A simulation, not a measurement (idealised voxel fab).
The following process module bears the name voxel local oxidation.
Square cell edge 5 nm, section width 205 nm, ID cut.
When this document writes out a cross-section, it uses a grid of square cells and lists it as bands, beginning at the top and moving down, with a band standing for one or more rows of cells.
Look at the band entry: it leads with the top's height and the bottom's height in nm. Then it lists the materials left to right, with a width in nm for each. The word "everywhere" on a single material says that material fills the band edge to edge. The word "air" is empty space.
Convention: height 0 is the level below which the wafer, as received, is all one material. The lowest band does not terminate at the bottom but continues downward, represented as "0..down".
So if you see something like "30->40" for the width, read it as the top row of the band sitting at the first number and the bottom row at the second, with every row in between moving by the same amount as the last.
Given "no alteration" for a step, no cell of the cross-section differs between before and after that step.
Entry "Trapped cavities". Content: empty spaces with no open connection to the top, size 8 cells or greater. Each: width x height at distance. Distance: from left edge. Unit: nm.
It should be noted that, on the line of a given step, the content following the step's settings is a remark produced by the simulator itself with respect to that step.
The "overlay nm" setting may appear on a step's line; for a step that uses a mask, it gives how far to the right of its planned position the mask lay, and a negative value indicates the left.
Set out below are the planned steps of the process
1. RECEIVE (material Si)
2. OXIDIZE (depth nm 5)
3. CONFORMAL_DEP (material SiN; thk nm 15)
4. DIRECTIONAL_DEP (material aC; thk nm 10)
5. PATTERN (tone cover; mask id ACTIVE; material resist; width nm 130; thk nm 30; overlay nm 0)
6. DIRECTIONAL_ETCH (etch materials aC; depth nm 10)
7. STRIP (etch materials resist)
8. DIRECTIONAL_ETCH (etch materials SiN; depth nm 15)
9. STRIP (etch materials aC)
10. SELECTIVE_ETCH (etch materials SiO2; depth nm 5)
11. OXIDIZE (depth nm 10)
12. STRIP (etch materials SiN)
Cross-section of the incoming wafer, state after step 1
0..down = Si everywhere
Trapped cavities: none
Final wafer profile in cross-section after the module, from the same start and plan as above, with one mistake made during processing
20..15 = SiO2 everywhere
15..0 = SiN everywhere
0..-5 = SiO2 everywhere
-5..down = Si everywhere
Trapped cavities: none
Plan not followed: contrary to plan, step 4 was performed as DIRECTIONAL_DEP (material SiO2; thk nm 10)
